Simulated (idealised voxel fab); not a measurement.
process module | voxel trench capacitor
cross-section cut | 215 nm wide | cells 5 nm
A cross-section is a grid of square cells, given in bands from the top down. A band is one or more rows of cells.
Each band's line starts with the height of the band's top and of its bottom, in nm. Then come its materials from left to right, each with its width in nm. One material with "throughout" fills the band from edge to edge. "air" is empty space.
Height 0 is the level under which the wafer as received is all one material. The lowest band goes on downwards, as in "0 down".
A width such as "30 to 40" changes by the same amount from each row of cells to the next, from the band's top row to its bottom row.
"no change" after a step means that no cell of the cross-section changed.
closed voids: empty space of 8 cells or more with no open way to the top, each as width x height at its distance from the left edge, in nm
after a step's settings: what the simulator itself notes on the step
overlay nm, on a step with a mask: how far to the right of its planned place the mask lay; to the left if negative
plan
1 op RECEIVE | material Si
2 op CONFORMAL_DEP | material SiN | thk nm 10
3 op MASKED_ETCH | tone open | mask id TRENCH | width nm 30 | pitch nm 45 | etch materials SiN | depth nm 10 | overlay nm 0
4 op MASKED_ETCH | tone open | mask id TRENCH | width nm 30 | pitch nm 45 | etch materials Si | depth nm 25 | overlay nm 0
5 op CONFORMAL_DEP | material Al2O3 | thk nm 5
6 op CONFORMAL_DEP | material TiN | thk nm 5
7 op FILL_DEP | material W | thk nm 5
8 op CMP | height nm 10
as received, after step 1
  0 down: Si throughout
  closed voids: none
a wafer at the end: this start, this plan, one mistake
  10 to 5: TiN 40 | Al2O3 5 | SiN 30 | Al2O3 5 | TiN 5 | Al2O3 5 | SiN 30 | Al2O3 5 | TiN 5 | Al2O3 5 | SiN 30 | Al2O3 5 | TiN 45
  5 to 0: Al2O3 45 | SiN 30 | Al2O3 15 | SiN 30 | Al2O3 15 | SiN 30 | Al2O3 50
  0 down: Si throughout
  closed voids: none
what went wrong: step 3 ran as: op MASKED_ETCH | tone cover | mask id TRENCH | width nm 30 | pitch nm 45 | etch materials SiN | depth nm 10 | overlay nm 0
